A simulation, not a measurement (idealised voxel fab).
process module | voxel transistor to metal
cross-section cut | 200 nm wide | cells 5 nm
A cross-section is a grid of square cells, given in bands from the top down. A band is one or more rows of cells.
Each band's line starts with the height of the band's top and of its bottom, in nm. Then come its materials from left to right, each with its width in nm. One material with "throughout" fills the band from edge to edge. "air" is empty space.
Height 0 is the level under which the wafer as received is all one material. The lowest band goes on downwards, as in "0 down".
A width such as "30 to 40" changes by the same amount from each row of cells to the next, from the band's top row to its bottom row.
"no change" after a step means that no cell of the cross-section changed.
closed voids: empty space of 8 cells or more with no open way to the top, each as width x height at its distance from the left edge, in nm
after a step's settings: what the simulator itself notes on the step
overlay nm, on a step with a mask: how far to the right of its planned place the mask lay; to the left if negative
plan
1 op RECEIVE | material Si
2 op CONFORMAL_DEP | material SiO2 | thk nm 5
3 op CONFORMAL_DEP | material SiN | thk nm 10
4 op MASKED_ETCH | tone cover | mask id ACTIVE | width nm 115 | etch materials SiN | depth nm 10 | overlay nm 0
5 op MASKED_ETCH | tone cover | mask id ACTIVE | width nm 115 | etch materials SiO2 | depth nm 5 | overlay nm 0
6 op MASKED_ETCH | tone cover | mask id ACTIVE | width nm 115 | etch materials Si | depth nm 35 | overlay nm 0
7 op FILL_DEP | material SiO2 | thk nm 10
8 op CMP | height nm 15
9 op SELECTIVE_ETCH | etch materials SiO2 | depth nm 10
10 op STRIP | etch materials SiN
11 op SELECTIVE_ETCH | etch materials SiO2 | depth nm 5
12 op OXIDIZE | depth nm 5
13 op DIRECTIONAL_DEP | material polySi | thk nm 25
14 op DIRECTIONAL_DEP | material SiCN | thk nm 15
15 op PATTERN | tone cover | mask id GATE | material resist | width nm 35 | thk nm 20 | overlay nm 0
16 op DIRECTIONAL_ETCH | etch materials SiCN | depth nm 25
17 op DIRECTIONAL_ETCH | etch materials polySi | depth nm 35
18 op STRIP | etch materials resist
19 op CONFORMAL_DEP | material SiN | thk nm 5
20 op DIRECTIONAL_ETCH | etch materials SiN | depth nm 5
21 op DIRECTIONAL_ETCH | etch materials SiO2 | depth nm 5
22 op EPI | material nSi | thk nm 5
23 op FILL_DEP | material SiO2 | thk nm 5
24 op CMP | height nm 25
25 op STRIP | etch materials polySi
26 op SELECTIVE_ETCH | etch materials SiO2 | depth nm 5
27 op CONFORMAL_DEP | material HfO2 | thk nm 5
28 op CONFORMAL_DEP | material TiN | thk nm 5
29 op FILL_DEP | material W | thk nm 5
30 op CMP | height nm 20
31 op DIRECTIONAL_DEP | material SiO2 | thk nm 15
32 op DIRECTIONAL_DEP | material aC | thk nm 10
33 op PATTERN | tone open | mask id CONTACT | material resist | width nm 15 | pitch nm 90 | thk nm 25 | overlay nm 0
34 op DIRECTIONAL_ETCH | etch materials aC | depth nm 10
35 op STRIP | etch materials resist
36 op DIRECTIONAL_ETCH | etch materials SiO2 | depth nm 35
37 op STRIP | etch materials aC
38 op CONFORMAL_DEP | material TiN | thk nm 5
39 op FILL_DEP | material W | thk nm 5
40 op CMP | height nm 35
41 op CONFORMAL_DEP | material SiCN | thk nm 5
42 op DIRECTIONAL_DEP | material SiO2 | thk nm 25
43 op DIRECTIONAL_DEP | material aC | thk nm 15
44 op PATTERN | tone open | mask id METAL_1 | material resist | width nm 15 | pitch nm 90 | thk nm 30 | overlay nm 0
45 op DIRECTIONAL_ETCH | etch materials aC | depth nm 15
46 op STRIP | etch materials resist
47 op DIRECTIONAL_ETCH | etch materials SiO2 | depth nm 25
48 op DIRECTIONAL_ETCH | etch materials SiCN | depth nm 5
49 op STRIP | etch materials aC
50 op CONFORMAL_DEP | material TiN | thk nm 5
51 op FILL_DEP | material Cu | thk nm 5
52 op CMP | height nm 65
53 op CONFORMAL_DEP | material SiCN | thk nm 5
54 op DIRECTIONAL_DEP | material SiO2 | thk nm 30
55 op PATTERN | tone open | mask id METAL_2 | material resist | width nm 15 | pitch nm 90 | thk nm 20 | overlay nm 0
56 op DIRECTIONAL_ETCH | etch materials SiO2 | depth nm 20
57 op STRIP | etch materials resist
58 op MASKED_ETCH | tone open | mask id METAL_2_HOLES | width nm 15 | pitch nm 90 | etch materials SiO2 | depth nm 10 | overlay nm 0
59 op MASKED_ETCH | tone open | mask id METAL_2_HOLES | width nm 15 | pitch nm 90 | etch materials SiCN | depth nm 5 | overlay nm 0
60 op CONFORMAL_DEP | material TiN | thk nm 5
61 op FILL_DEP | material Ru | thk nm 10
62 op CMP | height nm 100
63 op CONFORMAL_DEP | material SiCN | thk nm 5
first wafer, as planned
as received, after step 1
  0 down: Si throughout
  closed voids: none
after step 2
  5 to 0: SiO2 throughout
  below 0: unchanged
after step 3
  15 to 5: SiN throughout
  below 5: unchanged
after step 4
  15 to 5: air 40 | SiN 115 | air 45
  below 5: unchanged
after step 5
  15 to 5: air 40 | SiN 115 | air 45
  5 to 0: air 40 | SiO2 115 | air 45
  below 0: unchanged
after step 6
  15 to 5: air 40 | SiN 115 | air 45
  5 to 0: air 40 | SiO2 115 | air 45
  0 to -35: air 40 | Si 115 | air 45
  below -35: unchanged
after step 7
  25 to 15: SiO2 throughout
  15 to 5: SiO2 40 | SiN 115 | SiO2 45
  5 to 0: SiO2 throughout
  0 to -35: SiO2 40 | Si 115 | SiO2 45
  below -35: unchanged
after step 8
  15 to 5: SiO2 40 | SiN 115 | SiO2 45
  below 5: unchanged
after step 9
  15 to 5: air 40 | SiN 115 | air 45
  below 5: unchanged
after step 10
  5 to 0: SiO2 throughout
  below 0: unchanged
after step 11
  0 to -35: SiO2 40 | Si 115 | SiO2 45
  below -35: unchanged
after step 12
  0 to -5: SiO2 throughout
  below -5: unchanged
after step 13
  25 to 0: polySi throughout
  below 0: unchanged
after step 14
  40 to 25: SiCN throughout
  below 25: unchanged
after step 15
  60 to 40: air 80 | resist 35 | air 85
  below 40: unchanged
after step 16
  60 to 40: air 80 | resist 35 | air 85
  40 to 25: air 80 | SiCN 35 | air 85
  below 25: unchanged
after step 17
  60 to 40: air 80 | resist 35 | air 85
  40 to 25: air 80 | SiCN 35 | air 85
  25 to 0: air 80 | polySi 35 | air 85
  below 0: unchanged
after step 18
  40 to 25: air 80 | SiCN 35 | air 85
  below 25: unchanged
after step 19
  45 to 40: air 75 | SiN 45 | air 80
  40 to 25: air 75 | SiN 5 | SiCN 35 | SiN 5 | air 80
  25 to 5: air 75 | SiN 5 | polySi 35 | SiN 5 | air 80
  5 to 0: SiN 80 | polySi 35 | SiN 85
  below 0: unchanged
after step 20
  40 to 25: air 75 | SiN 5 | SiCN 35 | SiN 5 | air 80
  25 to 0: air 75 | SiN 5 | polySi 35 | SiN 5 | air 80
  below 0: unchanged
after step 21
  40 to 25: air 75 | SiN 5 | SiCN 35 | SiN 5 | air 80
  25 to 0: air 75 | SiN 5 | polySi 35 | SiN 5 | air 80
  0 to -5: air 75 | SiO2 45 | air 80
  below -5: unchanged
after step 22
  40 to 25: air 75 | SiN 5 | SiCN 35 | SiN 5 | air 80
  25 to 0: air 75 | SiN 5 | polySi 35 | SiN 5 | air 80
  0 to -5: air 35 | nSi 40 | SiO2 45 | nSi 40 | air 40
  below -5: unchanged
after step 23
  45 to 40: SiO2 throughout
  40 to 25: SiO2 75 | SiN 5 | SiCN 35 | SiN 5 | SiO2 80
  25 to 0: SiO2 75 | SiN 5 | polySi 35 | SiN 5 | SiO2 80
  0 to -5: SiO2 35 | nSi 40 | SiO2 45 | nSi 40 | SiO2 40
  below -5: unchanged
after step 24
  25 to 0: SiO2 75 | SiN 5 | polySi 35 | SiN 5 | SiO2 80
  below 0: unchanged
after step 25
  25 to 0: SiO2 75 | SiN 5 | air 35 | SiN 5 | SiO2 80
  below 0: unchanged
after step 26
  25 to 20: air 75 | SiN 5 | air 35 | SiN 5 | air 80
  20 to 0: SiO2 75 | SiN 5 | air 35 | SiN 5 | SiO2 80
  0 to -5: SiO2 35 | nSi 40 | air 45 | nSi 40 | SiO2 40
  below -5: unchanged
after step 27
  30 to 25: air 70 | HfO2 15 | air 25 | HfO2 15 | air 75
  25 to 20: HfO2 75 | SiN 5 | HfO2 5 | air 25 | HfO2 5 | SiN 5 | HfO2 80
  20 to 0: SiO2 75 | SiN 5 | HfO2 5 | air 25 | HfO2 5 | SiN 5 | SiO2 80
  0 to -5: SiO2 35 | nSi 40 | HfO2 45 | nSi 40 | SiO2 40
  below -5: unchanged
after step 28
  35 to 30: air 65 | TiN 25 | air 15 | TiN 25 | air 70
  30 to 25: TiN 70 | HfO2 15 | TiN 5 | air 15 | TiN 5 | HfO2 15 | TiN 75
  25 to 20: HfO2 75 | SiN 5 | HfO2 5 | TiN 5 | air 15 | TiN 5 | HfO2 5 | SiN 5 | HfO2 80
  20 to 5: SiO2 75 | SiN 5 | HfO2 5 | TiN 5 | air 15 | TiN 5 | HfO2 5 | SiN 5 | SiO2 80
  5 to 0: SiO2 75 | SiN 5 | HfO2 5 | TiN 25 | HfO2 5 | SiN 5 | SiO2 80
  below 0: unchanged
after step 29
  40 to 35: W throughout
  35 to 30: W 65 | TiN 25 | W 15 | TiN 25 | W 70
  30 to 25: TiN 70 | HfO2 15 | TiN 5 | W 15 | TiN 5 | HfO2 15 | TiN 75
  25 to 20: HfO2 75 | SiN 5 | HfO2 5 | TiN 5 | W 15 | TiN 5 | HfO2 5 | SiN 5 | HfO2 80
  20 to 5: SiO2 75 | SiN 5 | HfO2 5 | TiN 5 | W 15 | TiN 5 | HfO2 5 | SiN 5 | SiO2 80
  below 5: unchanged
after step 30
  20 to 5: SiO2 75 | SiN 5 | HfO2 5 | TiN 5 | W 15 | TiN 5 | HfO2 5 | SiN 5 | SiO2 80
  below 5: unchanged
after step 31
  35 to 20: SiO2 throughout
  below 20: unchanged
after step 32
  45 to 35: aC throughout
  below 35: unchanged
after step 33
  70 to 45: resist 45 | air 15 | resist 75 | air 15 | resist 50
  below 45: unchanged
after step 34
  60 to 45: resist 45 | air 15 | resist 75 | air 15 | resist 50
  45 to 35: aC 45 | air 15 | aC 75 | air 15 | aC 50
  below 35: unchanged
after step 35
  45 to 35: aC 45 | air 15 | aC 75 | air 15 | aC 50
  below 35: unchanged
after step 36
  45 to 35: aC 45 | air 15 | aC 75 | air 15 | aC 50
  35 to 20: SiO2 45 | air 15 | SiO2 75 | air 15 | SiO2 50
  20 to 5: SiO2 45 | air 15 | SiO2 15 | SiN 5 | HfO2 5 | TiN 5 | W 15 | TiN 5 | HfO2 5 | SiN 5 | SiO2 15 | air 15 | SiO2 50
  5 to 0: SiO2 45 | air 15 | SiO2 15 | SiN 5 | HfO2 5 | TiN 25 | HfO2 5 | SiN 5 | SiO2 15 | air 15 | SiO2 50
  below 0: unchanged
after step 37
  35 to 20: SiO2 45 | air 15 | SiO2 75 | air 15 | SiO2 50
  below 20: unchanged
after step 38
  40 to 35: TiN 50 | air 5 | TiN 85 | air 5 | TiN 55
  35 to 20: SiO2 45 | TiN 5 | air 5 | TiN 5 | SiO2 75 | TiN 5 | air 5 | TiN 5 | SiO2 50
  20 to 5: SiO2 45 | TiN 5 | air 5 | TiN 5 | SiO2 15 | SiN 5 | HfO2 5 | TiN 5 | W 15 | TiN 5 | HfO2 5 | SiN 5 | SiO2 15 | TiN 5 | air 5 | TiN 5 | SiO2 50
  5 to 0: SiO2 45 | TiN 15 | SiO2 15 | SiN 5 | HfO2 5 | TiN 25 | HfO2 5 | SiN 5 | SiO2 15 | TiN 15 | SiO2 50
  below 0: unchanged
after step 39
  45 to 40: W throughout
  40 to 35: TiN 50 | W 5 | TiN 85 | W 5 | TiN 55
  35 to 20: SiO2 45 | TiN 5 | W 5 | TiN 5 | SiO2 75 | TiN 5 | W 5 | TiN 5 | SiO2 50
  20 to 5: SiO2 45 | TiN 5 | W 5 | TiN 5 | SiO2 15 | SiN 5 | HfO2 5 | TiN 5 | W 15 | TiN 5 | HfO2 5 | SiN 5 | SiO2 15 | TiN 5 | W 5 | TiN 5 | SiO2 50
  below 5: unchanged
after step 40
  35 to 20: SiO2 45 | TiN 5 | W 5 | TiN 5 | SiO2 75 | TiN 5 | W 5 | TiN 5 | SiO2 50
  below 20: unchanged
after step 41
  40 to 35: SiCN throughout
  below 35: unchanged
after step 42
  65 to 40: SiO2 throughout
  below 40: unchanged
after step 43
  80 to 65: aC throughout
  below 65: unchanged
after step 44
  110 to 80: resist 45 | air 15 | resist 75 | air 15 | resist 50
  below 80: unchanged
after step 45
  95 to 80: resist 45 | air 15 | resist 75 | air 15 | resist 50
  80 to 65: aC 45 | air 15 | aC 75 | air 15 | aC 50
  below 65: unchanged
after step 46
  80 to 65: aC 45 | air 15 | aC 75 | air 15 | aC 50
  below 65: unchanged
after step 47
  80 to 65: aC 45 | air 15 | aC 75 | air 15 | aC 50
  65 to 40: SiO2 45 | air 15 | SiO2 75 | air 15 | SiO2 50
  below 40: unchanged
after step 48
  80 to 65: aC 45 | air 15 | aC 75 | air 15 | aC 50
  65 to 40: SiO2 45 | air 15 | SiO2 75 | air 15 | SiO2 50
  40 to 35: SiCN 45 | air 15 | SiCN 75 | air 15 | SiCN 50
  below 35: unchanged
after step 49
  65 to 40: SiO2 45 | air 15 | SiO2 75 | air 15 | SiO2 50
  below 40: unchanged
after step 50
  70 to 65: TiN 50 | air 5 | TiN 85 | air 5 | TiN 55
  65 to 40: SiO2 45 | TiN 5 | air 5 | TiN 5 | SiO2 75 | TiN 5 | air 5 | TiN 5 | SiO2 50
  40 to 35: SiCN 45 | TiN 15 | SiCN 75 | TiN 15 | SiCN 50
  below 35: unchanged
after step 51
  75 to 70: Cu throughout
  70 to 65: TiN 50 | Cu 5 | TiN 85 | Cu 5 | TiN 55
  65 to 40: SiO2 45 | TiN 5 | Cu 5 | TiN 5 | SiO2 75 | TiN 5 | Cu 5 | TiN 5 | SiO2 50
  below 40: unchanged
after step 52
  65 to 40: SiO2 45 | TiN 5 | Cu 5 | TiN 5 | SiO2 75 | TiN 5 | Cu 5 | TiN 5 | SiO2 50
  below 40: unchanged
after step 53
  70 to 65: SiCN throughout
  below 65: unchanged
after step 54
  100 to 70: SiO2 throughout
  below 70: unchanged
after step 55
  120 to 100: resist 45 | air 15 | resist 75 | air 15 | resist 50
  below 100: unchanged
after step 56
  120 to 100: resist 45 | air 15 | resist 75 | air 15 | resist 50
  100 to 80: SiO2 45 | air 15 | SiO2 75 | air 15 | SiO2 50
  below 80: unchanged
after step 57
  100 to 80: SiO2 45 | air 15 | SiO2 75 | air 15 | SiO2 50
  below 80: unchanged
after step 58
  100 to 70: SiO2 45 | air 15 | SiO2 75 | air 15 | SiO2 50
  below 70: unchanged
after step 59
  100 to 70: SiO2 45 | air 15 | SiO2 75 | air 15 | SiO2 50
  70 to 65: SiCN 45 | air 15 | SiCN 75 | air 15 | SiCN 50
  below 65: unchanged
after step 60
  105 to 100: TiN 50 | air 5 | TiN 85 | air 5 | TiN 55
  100 to 70: SiO2 45 | TiN 5 | air 5 | TiN 5 | SiO2 75 | TiN 5 | air 5 | TiN 5 | SiO2 50
  70 to 65: SiCN 45 | TiN 15 | SiCN 75 | TiN 15 | SiCN 50
  below 65: unchanged
after step 61
  115 to 105: Ru throughout
  105 to 100: TiN 50 | Ru 5 | TiN 85 | Ru 5 | TiN 55
  100 to 70: SiO2 45 | TiN 5 | Ru 5 | TiN 5 | SiO2 75 | TiN 5 | Ru 5 | TiN 5 | SiO2 50
  below 70: unchanged
after step 62
  100 to 70: SiO2 45 | TiN 5 | Ru 5 | TiN 5 | SiO2 75 | TiN 5 | Ru 5 | TiN 5 | SiO2 50
  below 70: unchanged
after step 63
  105 to 100: SiCN throughout
  below 100: unchanged
second wafer: like start, like plan, one mistake. Through step 49 it matches the first wafer
when step 50 should have ended
  70 to 65: Ru 50 | air 5 | Ru 85 | air 5 | Ru 55
  65 to 40: SiO2 45 | Ru 5 | air 5 | Ru 5 | SiO2 75 | Ru 5 | air 5 | Ru 5 | SiO2 50
  40 to 35: SiCN 45 | Ru 15 | SiCN 75 | Ru 15 | SiCN 50
  below 35: unchanged
when step 51 should have ended
  75 to 70: Cu throughout
  70 to 65: Ru 50 | Cu 5 | Ru 85 | Cu 5 | Ru 55
  65 to 40: SiO2 45 | Ru 5 | Cu 5 | Ru 5 | SiO2 75 | Ru 5 | Cu 5 | Ru 5 | SiO2 50
  below 40: unchanged
when step 52 should have ended
  65 to 40: SiO2 45 | Ru 5 | Cu 5 | Ru 5 | SiO2 75 | Ru 5 | Cu 5 | Ru 5 | SiO2 50
  below 40: unchanged
when step 53 should have ended
  70 to 65: SiCN throughout
  below 65: unchanged
when step 54 should have ended
  100 to 70: SiO2 throughout
  below 70: unchanged
when step 55 should have ended
  120 to 100: resist 45 | air 15 | resist 75 | air 15 | resist 50
  below 100: unchanged
when step 56 should have ended
  120 to 100: resist 45 | air 15 | resist 75 | air 15 | resist 50
  100 to 80: SiO2 45 | air 15 | SiO2 75 | air 15 | SiO2 50
  below 80: unchanged
when step 57 should have ended
  100 to 80: SiO2 45 | air 15 | SiO2 75 | air 15 | SiO2 50
  below 80: unchanged
when step 58 should have ended
  100 to 70: SiO2 45 | air 15 | SiO2 75 | air 15 | SiO2 50
  below 70: unchanged
when step 59 should have ended
  100 to 70: SiO2 45 | air 15 | SiO2 75 | air 15 | SiO2 50
  70 to 65: SiCN 45 | air 15 | SiCN 75 | air 15 | SiCN 50
  below 65: unchanged
when step 60 should have ended
  105 to 100: TiN 50 | air 5 | TiN 85 | air 5 | TiN 55
  100 to 70: SiO2 45 | TiN 5 | air 5 | TiN 5 | SiO2 75 | TiN 5 | air 5 | TiN 5 | SiO2 50
  70 to 65: SiCN 45 | TiN 15 | SiCN 75 | TiN 15 | SiCN 50
  below 65: unchanged
when step 61 should have ended
  115 to 105: Ru throughout
  105 to 100: TiN 50 | Ru 5 | TiN 85 | Ru 5 | TiN 55
  100 to 70: SiO2 45 | TiN 5 | Ru 5 | TiN 5 | SiO2 75 | TiN 5 | Ru 5 | TiN 5 | SiO2 50
  below 70: unchanged
when step 62 should have ended
  100 to 70: SiO2 45 | TiN 5 | Ru 5 | TiN 5 | SiO2 75 | TiN 5 | Ru 5 | TiN 5 | SiO2 50
  below 70: unchanged
when step 63 should have ended
  105 to 100: SiCN throughout
  below 100: unchanged
what went wrong: step 50 ran as: op CONFORMAL_DEP | material Ru | thk nm 5
at the end the second wafer has, in cells: 26 more of Ru | 26 fewer of TiN
